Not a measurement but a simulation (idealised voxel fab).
This is a process module. Its name is voxel double patterning.
The cross-section on display is named cut; it measures 300 nm wide, and its cells are 5 nm squares.
Think of the cross-section as a grid of square cells. We describe it in bands, top to bottom, and each band covers one or more rows of those cells.
For a band, the entry starts with two heights in nm, that of the top and then that of the bottom, and carries on with the band's materials in order from left to right, each alongside its width in nm; the word "throughout" beside a single material means it fills the band edge to edge, and "blank" means empty space.
The level at which height equals 0 is the one under which the wafer, as it arrives, is entirely one material. No lower edge exists for the bottom band, which continues downward and is notated as in "0..down".
The width entry "30..40" should be interpreted row by row: the top row of cells in the band takes the first number, the bottom row takes the second number, and the change between adjacent rows is uniform throughout.
A step reported as "no modifications" is a step in which no cell of the cross-section changed.
So "Enclosed void inventory" is basically the list of trapped voids: any empty space of 8 cells or more that can't reach the top through an opening. They're written width x height at distance, the distance being from the left edge, and it's all nm.
Post-settings text on a step line: simulator's own remark regarding the step.
The optional step-line setting "overlay nm" applies to steps with a mask and quantifies how far to the right of its planned location the mask lay, a negative value indicating leftward placement.

Intended process steps:
1) RECEIVE, material Si
2) CONFORMAL_DEP, material SiO2, thk nm 10
3) DIRECTIONAL_DEP, material TiN, thk nm 15
4) DIRECTIONAL_DEP, material SiCN, thk nm 5
5) DIRECTIONAL_DEP, material aC, thk nm 10
6) PATTERN, tone open, mask id FIRST, material resist, width nm 15, pitch nm 50, thk nm 30, overlay nm 0
7) DIRECTIONAL_ETCH, etch materials aC, depth nm 10
8) STRIP, etch materials resist
9) DIRECTIONAL_ETCH, etch materials SiCN, depth nm 5
10) STRIP, etch materials aC
11) MASKED_ETCH, tone open, mask id SECOND, width nm 15, pitch nm 50, etch materials SiCN, depth nm 5, overlay nm 0
12) DIRECTIONAL_ETCH, etch materials TiN, depth nm 15
13) STRIP, etch materials SiCN

Cross-section of the wafer upon arrival, representing the state reached after step 1:
> 0..down | Si throughout
> Enclosed void inventory: none

Here's the wafer cut in cross-section after the module, started and planned just like above, except one thing was done wrong in the run:
> 25..10 | 90 TiN  30 blank  20 TiN  30 blank  20 TiN  15 blank  95 TiN
> 10..0 | SiO2 throughout
> 0..down | Si throughout
> Enclosed void inventory: none
It is concluded that the wafer was processed incorrectly with respect to the plan, in that rather than as planned, step 11 actually ran as MASKED_ETCH, tone open, mask id SECOND, width nm 15, pitch nm 50, etch materials SiCN, depth nm 5, overlay nm -10
